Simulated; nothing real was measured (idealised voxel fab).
Process module name: voxel self aligned vias
170 nm wide, 5 nm square cells: that's cross-section cut.
A cross-section is a grid of square cells, given in bands from the top down. A band is one or more rows of cells.
Top height, bottom height, nm. Materials left to right, width each, nm. Single material + "full width" = fills band edge to edge. "empty" = empty.
Measure heights from 0. That's the level where, below it, the as-received wafer is all one material. The lowest band is bottomless and extends downward; write it as in "z 0 and below".
Read "30..40" as a graded width: first number on top, second number at the bottom, same change between each pair of neighbouring rows.
The cross-section has no changed cell in any step marked "no modifications".
In "Sealed voids" the enclosed voids are listed, meaning empty spaces of 8 cells or larger without any opening to the top. The form is width x height at distance, distance from the left edge, units nm.
after a step's settings: what the simulator itself notes on the step
overlay nm: where the mask lay relative to plan, measured to the right, on steps with a mask; negatives go left.
Planned step list for the process:
1. RECEIVE [material Si]
2. CONFORMAL_DEP [material SiO2] [thk nm 10]
3. CONFORMAL_DEP [material SiCN] [thk nm 5]
4. DIRECTIONAL_DEP [material SiO2] [thk nm 30]
5. DIRECTIONAL_DEP [material aC] [thk nm 10]
6. PATTERN [tone open] [mask id LINES] [material resist] [width nm 20] [pitch nm 45] [thk nm 25] [overlay nm 0]
7. DIRECTIONAL_ETCH [etch materials aC] [depth nm 10]
8. STRIP [etch materials resist]
9. DIRECTIONAL_ETCH [etch materials SiO2] [depth nm 30]
10. STRIP [etch materials aC]
11. CONFORMAL_DEP [material TiN] [thk nm 5]
12. FILL_DEP [material W] [thk nm 10]
13. CMP [height nm 45]
14. SELECTIVE_ETCH [etch materials W Ru TiN] [depth nm 10]
15. FILL_DEP [material SiN] [thk nm 10]
16. CMP [height nm 45]
17. DIRECTIONAL_DEP [material SiO2] [thk nm 15]
18. PATTERN [tone open] [mask id VIAS] [material resist] [width nm 30] [pitch nm 45] [thk nm 15] [overlay nm 0]
19. DIRECTIONAL_ETCH [etch materials SiO2] [depth nm 15]
20. DIRECTIONAL_ETCH [etch materials SiN] [depth nm 10]
21. STRIP [etch materials resist]
22. CONFORMAL_DEP [material TiN] [thk nm 5]
23. FILL_DEP [material W] [thk nm 5]
24. CMP [height nm 60]
25. CONFORMAL_DEP [material SiCN] [thk nm 5]
Delivered wafer in cross-section: state after step 1:
* z 0 and below | Si full width
* Sealed voids: none
What the wafer looks like in cross-section after this module, when it starts as shown above and follows the plan above but one mistake is made in running it:
* z 65 to 60 | SiCN full width
* z 60 to 50 | SiO2=45 / TiN=5 / W=20 / TiN=5 / SiO2=15 / TiN=5 / W=20 / TiN=5 / SiO2=50
* z 50 to 45 | SiO2=45 / TiN=30 / SiO2=15 / TiN=30 / SiO2=50
* z 45 to 35 | SiN=45 / TiN=5 / SiO2=20 / TiN=5 / SiN=15 / TiN=5 / SiO2=20 / TiN=5 / SiN=50
* z 35 to 20 | W=45 / TiN=5 / SiO2=20 / TiN=5 / W=15 / TiN=5 / SiO2=20 / TiN=5 / W=50
* z 20 to 15 | TiN=50 / SiO2=20 / TiN=25 / SiO2=20 / TiN=55
* z 15 to 10 | SiCN full width
* z 10 to 0 | SiO2 full width
* z 0 and below | Si full width
* Sealed voids: none
The mistake made against the process plan was this: step 6 off recipe, ran as PATTERN [tone cover] [mask id LINES] [material resist] [width nm 20] [pitch nm 45] [thk nm 25] [overlay nm 0]
